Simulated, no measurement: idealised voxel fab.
Process module heading - voxel wiring stack
Section shown: cut. Width: 300 nm. Cell size: 5 nm, square.
Think of the cross-section as a grid of square cells. We describe it in bands, top to bottom, and each band covers one or more rows of those cells. It is stipulated that each band's entry specify, in nanometres, the height of the top of the band and then that of its bottom, followed by the materials of the band in left-to-right sequence, each together with its width in nanometres. A single material marked by the word "everywhere" is understood to fill the band from edge to edge; the word "air" is understood to denote empty space. The level at which height equals 0 is the one under which the wafer, as it arrives, is entirely one material. No lower edge exists for the bottom band, which continues downward and is notated as in "z 0 and below". The two numbers in a width such as "30..40" mark its ends across the band: the first belongs to the top row of cells, the second to the bottom row, and from each row to the next the width moves by the same amount. Step marked "remains unaltered"? Then no cell in the cross-section changed in it. For the entry "Sealed cavities", the listed items are empty spaces with no open way to the top whose size is 8 cells or more; each item follows the pattern width x height at distance, where distance is from the left edge and all three are in nm. The remark found on a step's line after its settings is issued by the simulator itself and pertains to that step. overlay nm: for a step with a mask, the amount by which the mask lay right of where it was planned; a negative amount means left of it.

These are the steps we planned for the process:
- 1: RECEIVE (material Si)
- 2: CONFORMAL_DEP (material SiO2; thk nm 10)
- 3: DIRECTIONAL_DEP (material TiN; thk nm 5)
- 4: DIRECTIONAL_DEP (material W; thk nm 25)
- 5: MASKED_ETCH (tone cover; mask id METAL_1; width nm 25; pitch nm 45; etch materials W; depth nm 25; overlay nm 0)
- 6: MASKED_ETCH (tone cover; mask id METAL_1; width nm 25; pitch nm 45; etch materials TiN; depth nm 5; overlay nm 0)
- 7: FILL_DEP (material lowk; thk nm 10)
- 8: CMP (height nm 40)
- 9: CONFORMAL_DEP (material SiCN; thk nm 5)
- 10: DIRECTIONAL_DEP (material lowk; thk nm 20)
- 11: MASKED_ETCH (tone open; mask id PLUG_1; width nm 15; pitch nm 45; etch materials lowk; depth nm 20; overlay nm 0)
- 12: MASKED_ETCH (tone open; mask id PLUG_1; width nm 15; pitch nm 45; etch materials SiCN; depth nm 5; overlay nm 0)
- 13: CONFORMAL_DEP (material TiN; thk nm 5)
- 14: FILL_DEP (material W; thk nm 5)
- 15: CMP (height nm 65)
- 16: CONFORMAL_DEP (material SiN; thk nm 5)
- 17: DIRECTIONAL_DEP (material SiO2; thk nm 20)
- 18: DIRECTIONAL_DEP (material aC; thk nm 10)
- 19: PATTERN (tone open; mask id METAL_2; material resist; width nm 25; pitch nm 45; thk nm 25; overlay nm 0)
- 20: DIRECTIONAL_ETCH (etch materials aC; depth nm 10)
- 21: STRIP (etch materials resist)
- 22: DIRECTIONAL_ETCH (etch materials SiO2; depth nm 20)
- 23: DIRECTIONAL_ETCH (etch materials SiN; depth nm 5)
- 24: STRIP (etch materials aC)
- 25: CONFORMAL_DEP (material TiN; thk nm 5)
- 26: FILL_DEP (material Cu; thk nm 5)
- 27: CMP (height nm 90)
- 28: CONFORMAL_DEP (material SiN; thk nm 5)

The cross-section here shows the wafer as received, i.e. in its state after step 1:
> z 0 and below | Si everywhere
> Sealed cavities: none

Post-module cross-section of the first of two wafers (run per plan):
> z 95 to 90 | SiN everywhere
> z 90 to 70 | SiO2 115 nm; TiN 5 nm; Cu 15 nm; TiN 5 nm; SiO2 20 nm; TiN 5 nm; Cu 15 nm; TiN 5 nm; SiO2 115 nm
> z 70 to 65 | SiN 115 nm; TiN 25 nm; SiN 20 nm; TiN 25 nm; SiN 115 nm
> z 65 to 45 | lowk 115 nm; TiN 5 nm; W 5 nm; TiN 5 nm; lowk 30 nm; TiN 5 nm; W 5 nm; TiN 5 nm; lowk 125 nm
> z 45 to 40 | SiCN 115 nm; TiN 15 nm; SiCN 30 nm; TiN 15 nm; SiCN 125 nm
> z 40 to 15 | lowk 115 nm; W 25 nm; lowk 20 nm; W 25 nm; lowk 115 nm
> z 15 to 10 | lowk 115 nm; TiN 25 nm; lowk 20 nm; TiN 25 nm; lowk 115 nm
> z 10 to 0 | SiO2 everywhere
> z 0 and below | Si everywhere
> Sealed cavities: none

This is the second of the two wafers, cross-sectioned at the end of the module; it started exactly like the first and was given the same plan, but it was run with one mistake:
> z 85 to 80 | SiN everywhere
> z 80 to 70 | SiO2 115 nm; TiN 5 nm; Cu 15 nm; TiN 5 nm; SiO2 20 nm; TiN 5 nm; Cu 15 nm; TiN 5 nm; SiO2 115 nm
> z 70 to 65 | SiN 115 nm; TiN 25 nm; SiN 20 nm; TiN 25 nm; SiN 115 nm
> z 65 to 45 | lowk 115 nm; TiN 5 nm; W 5 nm; TiN 5 nm; lowk 30 nm; TiN 5 nm; W 5 nm; TiN 5 nm; lowk 125 nm
> z 45 to 40 | SiCN 115 nm; TiN 15 nm; SiCN 30 nm; TiN 15 nm; SiCN 125 nm
> z 40 to 15 | lowk 115 nm; W 25 nm; lowk 20 nm; W 25 nm; lowk 115 nm
> z 15 to 10 | lowk 115 nm; TiN 25 nm; lowk 20 nm; TiN 25 nm; lowk 115 nm
> z 10 to 0 | SiO2 everywhere
> z 0 and below | Si everywhere
> Sealed cavities: none
What went wrong in running the wafer? rather than as planned, step 27 actually ran as CMP (height nm 80)
Heads up, by the end the second wafer has more or fewer cells of some materials compared to the first: Cu: 12 fewer | SiO2: 100 fewer | TiN: 8 fewer
